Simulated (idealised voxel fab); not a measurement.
Process module heading - voxel wiring stack
Cross-section cut: width 300 nm, square cells of 5 nm.
Cross-sections here: square-cell grids, written as top-down lists of bands, a band being one or more rows of cells.
Read a band's entry like this: the first values are the height of its top and the height of its bottom in nm, and what follows is the sequence of materials from left to right, each with its width in nm. Note that "empty" is empty space, and that a single material marked "all across" reaches across the band from edge to edge.
We count height from 0. Below that, the starting wafer is all one material. The lowest band never ends at the bottom but goes on down; see "0 down" for how that is written.
You'd read "30..40" like this: the band's top row of cells is as wide as the first number, its bottom row is as wide as the second, and going down, every row changes width by the same amount as the row before did.
The designation "nothing different", where it is given for a processing step, indicates that no cell of the cross-section was altered in the course of that step.
"Voids, sealed" - sealed voids, min. 8 cells, no opening to top; format: width x height at distance (distance from left edge; nm throughout).
Formally, on a step line, whatever follows the settings is a remark that the simulator itself makes on the step.
overlay nm: right-of-plan distance of the mask on a masked step; negative values mean left-of-plan.
Process steps foreseen in the plan:
1 RECEIVE [material Si]
2 CONFORMAL_DEP [material SiO2] [thk nm 10]
3 DIRECTIONAL_DEP [material TiN] [thk nm 5]
4 DIRECTIONAL_DEP [material W] [thk nm 25]
5 MASKED_ETCH [tone cover] [mask id METAL_1] [width nm 25] [pitch nm 45] [etch materials W] [depth nm 25] [overlay nm 0]
6 MASKED_ETCH [tone cover] [mask id METAL_1] [width nm 25] [pitch nm 45] [etch materials TiN] [depth nm 5] [overlay nm 0]
7 FILL_DEP [material lowk] [thk nm 10]
8 CMP [height nm 40]
9 CONFORMAL_DEP [material SiCN] [thk nm 5]
10 DIRECTIONAL_DEP [material lowk] [thk nm 20]
11 MASKED_ETCH [tone open] [mask id PLUG_1] [width nm 15] [pitch nm 45] [etch materials lowk] [depth nm 20] [overlay nm 0]
12 MASKED_ETCH [tone open] [mask id PLUG_1] [width nm 15] [pitch nm 45] [etch materials SiCN] [depth nm 5] [overlay nm 0]
13 CONFORMAL_DEP [material TiN] [thk nm 5]
14 FILL_DEP [material W] [thk nm 5]
15 CMP [height nm 65]
16 CONFORMAL_DEP [material SiN] [thk nm 5]
17 DIRECTIONAL_DEP [material SiO2] [thk nm 20]
18 DIRECTIONAL_DEP [material aC] [thk nm 10]
19 PATTERN [tone open] [mask id METAL_2] [material resist] [width nm 25] [pitch nm 45] [thk nm 25] [overlay nm 0]
20 DIRECTIONAL_ETCH [etch materials aC] [depth nm 10]
21 STRIP [etch materials resist]
22 DIRECTIONAL_ETCH [etch materials SiO2] [depth nm 20]
23 DIRECTIONAL_ETCH [etch materials SiN] [depth nm 5]
24 STRIP [etch materials aC]
25 CONFORMAL_DEP [material TiN] [thk nm 5]
26 FILL_DEP [material Cu] [thk nm 5]
27 CMP [height nm 90]
28 CONFORMAL_DEP [material SiN] [thk nm 5]
The first wafer of two, processed as planned:
As received (post step 1): cross-section:
    0 down  Si all across
    Voids, sealed: none
You're looking at a cross-section of the wafer after step 2:
    10 to 0  SiO2 all across
    Whatever lies below 0 is exactly as it was before.
You're looking at a cross-section of the wafer after step 3:
    15 to 10  TiN all across
    Whatever lies below 10 is exactly as it was before.
You're looking at a cross-section of the wafer after step 4:
    40 to 15  W all across
    Whatever lies below 15 is exactly as it was before.
You're looking at a cross-section of the wafer after step 5:
    40 to 15  empty 115, W 25, empty 20, W 25, empty 115
    Whatever lies below 15 is exactly as it was before.
You're looking at a cross-section of the wafer after step 6:
    40 to 15  empty 115, W 25, empty 20, W 25, empty 115
    15 to 10  empty 115, TiN 25, empty 20, TiN 25, empty 115
    Whatever lies below 10 is exactly as it was before.
You're looking at a cross-section of the wafer after step 7:
    50 to 40  lowk all across
    40 to 15  lowk 115, W 25, lowk 20, W 25, lowk 115
    15 to 10  lowk 115, TiN 25, lowk 20, TiN 25, lowk 115
    Whatever lies below 10 is exactly as it was before.
You're looking at a cross-section of the wafer after step 8:
    40 to 15  lowk 115, W 25, lowk 20, W 25, lowk 115
    Whatever lies below 15 is exactly as it was before.
You're looking at a cross-section of the wafer after step 9:
    45 to 40  SiCN all across
    Whatever lies below 40 is exactly as it was before.
You're looking at a cross-section of the wafer after step 10:
    65 to 45  lowk all across
    Whatever lies below 45 is exactly as it was before.
You're looking at a cross-section of the wafer after step 11:
    65 to 45  lowk 115, empty 15, lowk 30, empty 15, lowk 125
    Whatever lies below 45 is exactly as it was before.
You're looking at a cross-section of the wafer after step 12:
    65 to 45  lowk 115, empty 15, lowk 30, empty 15, lowk 125
    45 to 40  SiCN 115, empty 15, SiCN 30, empty 15, SiCN 125
    Whatever lies below 40 is exactly as it was before.
You're looking at a cross-section of the wafer after step 13:
    70 to 65  TiN 120, empty 5, TiN 40, empty 5, TiN 130
    65 to 45  lowk 115, TiN 5, empty 5, TiN 5, lowk 30, TiN 5, empty 5, TiN 5, lowk 125
    45 to 40  SiCN 115, TiN 15, SiCN 30, TiN 15, SiCN 125
    Whatever lies below 40 is exactly as it was before.
You're looking at a cross-section of the wafer after step 14:
    75 to 70  W all across
    70 to 65  TiN 120, W 5, TiN 40, W 5, TiN 130
    65 to 45  lowk 115, TiN 5, W 5, TiN 5, lowk 30, TiN 5, W 5, TiN 5, lowk 125
    Whatever lies below 45 is exactly as it was before.
You're looking at a cross-section of the wafer after step 15:
    65 to 45  lowk 115, TiN 5, W 5, TiN 5, lowk 30, TiN 5, W 5, TiN 5, lowk 125
    Whatever lies below 45 is exactly as it was before.
You're looking at a cross-section of the wafer after step 16:
    70 to 65  SiN all across
    Whatever lies below 65 is exactly as it was before.
You're looking at a cross-section of the wafer after step 17:
    90 to 70  SiO2 all across
    Whatever lies below 70 is exactly as it was before.
You're looking at a cross-section of the wafer after step 18:
    100 to 90  aC all across
    Whatever lies below 90 is exactly as it was before.
You're looking at a cross-section of the wafer after step 19:
    125 to 100  resist 115, empty 25, resist 20, empty 25, resist 115
    Whatever lies below 100 is exactly as it was before.
You're looking at a cross-section of the wafer after step 20:
    115 to 100  resist 115, empty 25, resist 20, empty 25, resist 115
    100 to 90  aC 115, empty 25, aC 20, empty 25, aC 115
    Whatever lies below 90 is exactly as it was before.
You're looking at a cross-section of the wafer after step 21:
    100 to 90  aC 115, empty 25, aC 20, empty 25, aC 115
    Whatever lies below 90 is exactly as it was before.
You're looking at a cross-section of the wafer after step 22:
    100 to 90  aC 115, empty 25, aC 20, empty 25, aC 115
    90 to 70  SiO2 115, empty 25, SiO2 20, empty 25, SiO2 115
    Whatever lies below 70 is exactly as it was before.
You're looking at a cross-section of the wafer after step 23:
    100 to 90  aC 115, empty 25, aC 20, empty 25, aC 115
    90 to 70  SiO2 115, empty 25, SiO2 20, empty 25, SiO2 115
    70 to 65  SiN 115, empty 25, SiN 20, empty 25, SiN 115
    Whatever lies below 65 is exactly as it was before.
You're looking at a cross-section of the wafer after step 24:
    90 to 70  SiO2 115, empty 25, SiO2 20, empty 25, SiO2 115
    Whatever lies below 70 is exactly as it was before.
You're looking at a cross-section of the wafer after step 25:
    95 to 90  TiN 120, empty 15, TiN 30, empty 15, TiN 120
    90 to 70  SiO2 115, TiN 5, empty 15, TiN 5, SiO2 20, TiN 5, empty 15, TiN 5, SiO2 115
    70 to 65  SiN 115, TiN 25, SiN 20, TiN 25, SiN 115
    Whatever lies below 65 is exactly as it was before.
You're looking at a cross-section of the wafer after step 26:
    100 to 95  Cu all across
    95 to 90  TiN 120, Cu 15, TiN 30, Cu 15, TiN 120
    90 to 70  SiO2 115, TiN 5, Cu 15, TiN 5, SiO2 20, TiN 5, Cu 15, TiN 5, SiO2 115
    Whatever lies below 70 is exactly as it was before.
You're looking at a cross-section of the wafer after step 27:
    90 to 70  SiO2 115, TiN 5, Cu 15, TiN 5, SiO2 20, TiN 5, Cu 15, TiN 5, SiO2 115
    Whatever lies below 70 is exactly as it was before.
You're looking at a cross-section of the wafer after step 28:
    95 to 90  SiN all across
    Whatever lies below 90 is exactly as it was before.
The second wafer was prepared from the same starting point and under the same plan as the first; its processing contained one mistake, and it remains indistinguishable from the first wafer up to and including step 6:
Second wafer, cross-section, planned end of step 7:
    60 to 40  lowk all across
    40 to 15  lowk 115, W 25, lowk 20, W 25, lowk 115
    15 to 10  lowk 115, TiN 25, lowk 20, TiN 25, lowk 115
    Whatever lies below 10 is exactly as it was before.
Second wafer, cross-section, planned end of step 8:
    40 to 15  lowk 115, W 25, lowk 20, W 25, lowk 115
    Whatever lies below 15 is exactly as it was before.
Second wafer, cross-section, planned end of step 9:
    45 to 40  SiCN all across
    Whatever lies below 40 is exactly as it was before.
Second wafer, cross-section, planned end of step 10:
    65 to 45  lowk all across
    Whatever lies below 45 is exactly as it was before.
Second wafer, cross-section, planned end of step 11:
    65 to 45  lowk 115, empty 15, lowk 30, empty 15, lowk 125
    Whatever lies below 45 is exactly as it was before.
Second wafer, cross-section, planned end of step 12:
    65 to 45  lowk 115, empty 15, lowk 30, empty 15, lowk 125
    45 to 40  SiCN 115, empty 15, SiCN 30, empty 15, SiCN 125
    Whatever lies below 40 is exactly as it was before.
Second wafer, cross-section, planned end of step 13:
    70 to 65  TiN 120, empty 5, TiN 40, empty 5, TiN 130
    65 to 45  lowk 115, TiN 5, empty 5, TiN 5, lowk 30, TiN 5, empty 5, TiN 5, lowk 125
    45 to 40  SiCN 115, TiN 15, SiCN 30, TiN 15, SiCN 125
    Whatever lies below 40 is exactly as it was before.
Second wafer, cross-section, planned end of step 14:
    75 to 70  W all across
    70 to 65  TiN 120, W 5, TiN 40, W 5, TiN 130
    65 to 45  lowk 115, TiN 5, W 5, TiN 5, lowk 30, TiN 5, W 5, TiN 5, lowk 125
    Whatever lies below 45 is exactly as it was before.
Second wafer, cross-section, planned end of step 15:
    65 to 45  lowk 115, TiN 5, W 5, TiN 5, lowk 30, TiN 5, W 5, TiN 5, lowk 125
    Whatever lies below 45 is exactly as it was before.
Second wafer, cross-section, planned end of step 16:
    70 to 65  SiN all across
    Whatever lies below 65 is exactly as it was before.
Second wafer, cross-section, planned end of step 17:
    90 to 70  SiO2 all across
    Whatever lies below 70 is exactly as it was before.
Second wafer, cross-section, planned end of step 18:
    100 to 90  aC all across
    Whatever lies below 90 is exactly as it was before.
Second wafer, cross-section, planned end of step 19:
    125 to 100  resist 115, empty 25, resist 20, empty 25, resist 115
    Whatever lies below 100 is exactly as it was before.
Second wafer, cross-section, planned end of step 20:
    115 to 100  resist 115, empty 25, resist 20, empty 25, resist 115
    100 to 90  aC 115, empty 25, aC 20, empty 25, aC 115
    Whatever lies below 90 is exactly as it was before.
Second wafer, cross-section, planned end of step 21:
    100 to 90  aC 115, empty 25, aC 20, empty 25, aC 115
    Whatever lies below 90 is exactly as it was before.
Second wafer, cross-section, planned end of step 22:
    100 to 90  aC 115, empty 25, aC 20, empty 25, aC 115
    90 to 70  SiO2 115, empty 25, SiO2 20, empty 25, SiO2 115
    Whatever lies below 70 is exactly as it was before.
Second wafer, cross-section, planned end of step 23:
    100 to 90  aC 115, empty 25, aC 20, empty 25, aC 115
    90 to 70  SiO2 115, empty 25, SiO2 20, empty 25, SiO2 115
    70 to 65  SiN 115, empty 25, SiN 20, empty 25, SiN 115
    Whatever lies below 65 is exactly as it was before.
Second wafer, cross-section, planned end of step 24:
    90 to 70  SiO2 115, empty 25, SiO2 20, empty 25, SiO2 115
    Whatever lies below 70 is exactly as it was before.
Second wafer, cross-section, planned end of step 25:
    95 to 90  TiN 120, empty 15, TiN 30, empty 15, TiN 120
    90 to 70  SiO2 115, TiN 5, empty 15, TiN 5, SiO2 20, TiN 5, empty 15, TiN 5, SiO2 115
    70 to 65  SiN 115, TiN 25, SiN 20, TiN 25, SiN 115
    Whatever lies below 65 is exactly as it was before.
Second wafer, cross-section, planned end of step 26:
    100 to 95  Cu all across
    95 to 90  TiN 120, Cu 15, TiN 30, Cu 15, TiN 120
    90 to 70  SiO2 115, TiN 5, Cu 15, TiN 5, SiO2 20, TiN 5, Cu 15, TiN 5, SiO2 115
    Whatever lies below 70 is exactly as it was before.
Second wafer, cross-section, planned end of step 27:
    90 to 70  SiO2 115, TiN 5, Cu 15, TiN 5, SiO2 20, TiN 5, Cu 15, TiN 5, SiO2 115
    Whatever lies below 70 is exactly as it was before.
Second wafer, cross-section, planned end of step 28:
    95 to 90  SiN all across
    Whatever lies below 90 is exactly as it was before.
Which mistake was made when the wafer was run? step 7 in the plan was executed twice
Since the two wafers finish with cross-sections that are the same, nothing this model computes is changed by the mistake.
